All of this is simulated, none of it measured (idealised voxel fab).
Process module, titled voxel transistor to metal
FYI the section here is cut, 200 nm wide, cells are 5 nm squares.
Cross-sections here: square-cell grids, written as top-down lists of bands, a band being one or more rows of cells. First you get the band's top height and its bottom height, in nm, and then the materials it's made of, left to right, with each width in nm. If you see a single material with "edge to edge", that one covers the band edge to edge. "air" is empty space. We count height from 0. Below that, the starting wafer is all one material. The lowest band never ends at the bottom but goes on down; see "top 0, no bottom" for how that is written. The expression "30->40" gives the width at the extremes of the band, the first number at its top row of cells and the second at its bottom row, with the width changing by equal amounts from each row to the next in between. The cross-section has no changed cell in any step marked "everything unchanged". Empty spaces without an open route to the top, at least 8 cells in extent, make up the entry "Sealed-off cavities"; each is given as width x height at distance, where the distance is measured from the left edge, and all are in nm. What comes after the settings on a step's line is commentary from the simulator itself on that step. Each step line may optionally specify "overlay nm", which for a step with a mask gives the rightward distance between the mask's planned place and where it lay, a negative value indicating the leftward direction.
Planned process steps:
1. op RECEIVE | material Si
2. op OXIDIZE | depth nm 5
3. op CONFORMAL_DEP | material SiN | thk nm 10
4. op DIRECTIONAL_DEP | material aC | thk nm 10
5. op PATTERN | tone cover | mask id ACTIVE | material resist | width nm 115 | thk nm 30 | overlay nm 0
6. op DIRECTIONAL_ETCH | etch materials aC | depth nm 10
7. op STRIP | etch materials resist
8. op DIRECTIONAL_ETCH | etch materials SiN | depth nm 10
9. op DIRECTIONAL_ETCH | etch materials SiO2 | depth nm 5
10. op DIRECTIONAL_ETCH | etch materials Si | depth nm 20
11. op STRIP | etch materials aC
12. op OXIDIZE | depth nm 5
13. op FILL_DEP | material SiO2 | thk nm 5
14. op CMP | height nm 10
15. op SELECTIVE_ETCH | etch materials SiO2 | depth nm 5
16. op STRIP | etch materials SiN
17. op SELECTIVE_ETCH | etch materials SiO2 | depth nm 5
18. op OXIDIZE | depth nm 5
19. op DIRECTIONAL_DEP | material polySi | thk nm 25
20. op DIRECTIONAL_DEP | material SiCN | thk nm 15
21. op PATTERN | tone cover | mask id GATE | material resist | width nm 35 | thk nm 15 | overlay nm 0
22. op DIRECTIONAL_ETCH | etch materials SiCN | depth nm 25
23. op DIRECTIONAL_ETCH | etch materials polySi | depth nm 35
24. op STRIP | etch materials resist
25. op CONFORMAL_DEP | material SiN | thk nm 5
26. op DIRECTIONAL_ETCH | etch materials SiN | depth nm 5
27. op DIRECTIONAL_ETCH | etch materials SiO2 | depth nm 5
28. op DIRECTIONAL_ETCH | etch materials Si | depth nm 10
29. op EPI | material pSi | thk nm 15
30. op FILL_DEP | material SiO2 | thk nm 10
31. op CMP | height nm 20
32. op STRIP | etch materials polySi
33. op SELECTIVE_ETCH | etch materials SiO2 | depth nm 5
34. op CONFORMAL_DEP | material HfO2 | thk nm 5
35. op CONFORMAL_DEP | material TiN | thk nm 5
36. op FILL_DEP | material W | thk nm 10
37. op CMP | height nm 15
38. op DIRECTIONAL_DEP | material SiO2 | thk nm 10
39. op MASKED_ETCH | tone open | mask id CONTACT | width nm 15 | pitch nm 80 | etch materials SiO2 | depth nm 30 | overlay nm 0
40. op CONFORMAL_DEP | material TiN | thk nm 5
41. op FILL_DEP | material Ru | thk nm 10
42. op CMP | height nm 25
43. op CONFORMAL_DEP | material SiN | thk nm 5
44. op DIRECTIONAL_DEP | material SiO2 | thk nm 20
45. op MASKED_ETCH | tone open | mask id METAL_1 | width nm 15 | pitch nm 80 | etch materials SiO2 | depth nm 20 | overlay nm 0
46. op MASKED_ETCH | tone open | mask id METAL_1 | width nm 15 | pitch nm 80 | etch materials SiN | depth nm 5 | overlay nm 0
47. op CONFORMAL_DEP | material TiN | thk nm 5
48. op FILL_DEP | material Cu | thk nm 5
49. op CMP | height nm 50
50. op EPI | material Ru | thk nm 5
51. op FILL_DEP | material SiCN | thk nm 5
This is the cross-section of the wafer as we received it, i.e. after step 1:
	top 0, no bottom = Si edge to edge
	Sealed-off cavities: none
First of two wafers: cross-section at end of module, run per plan:
	top 60, bottom 55 = SiCN edge to edge
	top 55, bottom 50 = SiCN=45 | Ru=25 | SiCN=55 | Ru=25 | SiCN=50
	top 50, bottom 30 = SiO2=50 | TiN=5 | Cu=5 | TiN=5 | SiO2=65 | TiN=5 | Cu=5 | TiN=5 | SiO2=55
	top 30, bottom 25 = SiN=50 | TiN=15 | SiN=65 | TiN=15 | SiN=55
	top 25, bottom 15 = SiO2=50 | TiN=5 | Ru=5 | TiN=5 | SiO2=65 | TiN=5 | Ru=5 | TiN=5 | SiO2=55
	top 15, bottom 10 = SiO2=50 | TiN=5 | Ru=5 | TiN=5 | SiO2=10 | SiN=5 | HfO2=5 | TiN=5 | W=15 | TiN=5 | HfO2=5 | SiN=5 | SiO2=10 | TiN=5 | Ru=5 | TiN=5 | SiO2=55
	top 10, bottom 5 = SiO2=50 | TiN=15 | SiO2=10 | SiN=5 | HfO2=5 | TiN=5 | W=15 | TiN=5 | HfO2=5 | SiN=5 | SiO2=10 | TiN=15 | SiO2=55
	top 5, bottom 0 = SiO2=50 | TiN=10 | pSi=15 | SiN=5 | HfO2=5 | TiN=5 | W=15 | TiN=5 | HfO2=5 | SiN=5 | pSi=15 | TiN=10 | SiO2=55
	top 0, bottom -5 = SiO2=35 | SiN=5 | SiO2=10 | TiN=10 | pSi=15 | SiN=5 | HfO2=5 | TiN=25 | HfO2=5 | SiN=5 | pSi=15 | TiN=10 | SiO2=10 | SiN=5 | SiO2=40
	top -5, bottom -10 = SiO2=40 | pSi=35 | HfO2=45 | pSi=35 | SiO2=45
	top -10, bottom -20 = SiO2=45 | pSi=30 | Si=45 | pSi=30 | SiO2=50
	top -20, bottom -30 = SiO2=45 | Si=105 | SiO2=50
	top -30, no bottom = Si edge to edge
	Sealed-off cavities: none
Cross-section at end of module for the second wafer of two, which matched the first in starting point and plan and differed by one mistake in its processing:
	top 60, bottom 55 = SiCN edge to edge
	top 55, bottom 50 = SiCN=45 | Ru=25 | SiCN=55 | Ru=25 | SiCN=50
	top 50, bottom 30 = SiO2=50 | TiN=5 | Cu=5 | TiN=5 | SiO2=65 | TiN=5 | Cu=5 | TiN=5 | SiO2=55
	top 30, bottom 25 = SiN=50 | TiN=15 | SiN=65 | TiN=15 | SiN=55
	top 25, bottom 15 = SiO2=50 | TiN=5 | Ru=5 | TiN=5 | SiO2=65 | TiN=5 | Ru=5 | TiN=5 | SiO2=55
	top 15, bottom 10 = SiO2=50 | TiN=5 | Ru=5 | TiN=5 | SiO2=5 | SiN=5 | HfO2=5 | TiN=5 | W=15 | TiN=5 | HfO2=5 | SiN=5 | SiO2=15 | TiN=5 | Ru=5 | TiN=5 | SiO2=55
	top 10, bottom 5 = SiO2=50 | TiN=15 | SiO2=5 | SiN=5 | HfO2=5 | TiN=5 | W=15 | TiN=5 | HfO2=5 | SiN=5 | SiO2=15 | TiN=5 | Ru=5 | TiN=5 | SiO2=55
	top 5, bottom 0 = SiO2=50 | TiN=5 | pSi=15 | SiN=5 | HfO2=5 | TiN=5 | W=15 | TiN=5 | HfO2=5 | SiN=5 | pSi=15 | TiN=5 | Ru=5 | TiN=5 | SiO2=55
	top 0, bottom -5 = SiO2=35 | SiN=5 | SiO2=10 | TiN=5 | pSi=15 | SiN=5 | HfO2=5 | TiN=25 | HfO2=5 | SiN=5 | pSi=15 | TiN=15 | SiO2=10 | SiN=5 | SiO2=40
	top -5, bottom -10 = SiO2=40 | pSi=30 | HfO2=45 | pSi=40 | SiO2=45
	top -10, bottom -20 = SiO2=45 | pSi=25 | Si=45 | pSi=35 | SiO2=50
	top -20, bottom -30 = SiO2=45 | Si=105 | SiO2=50
	top -30, no bottom = Si edge to edge
	Sealed-off cavities: none
What was done differently from what was planned? it should be noted that step 21 was executed with settings other than those planned, the operation and settings actually applied being op PATTERN | tone cover | mask id GATE | material resist | width nm 35 | thk nm 15 | overlay nm -5
Bottom line after processing is that, in cells, the second wafer is up or down on some materials versus the first: Ru +2; TiN -2
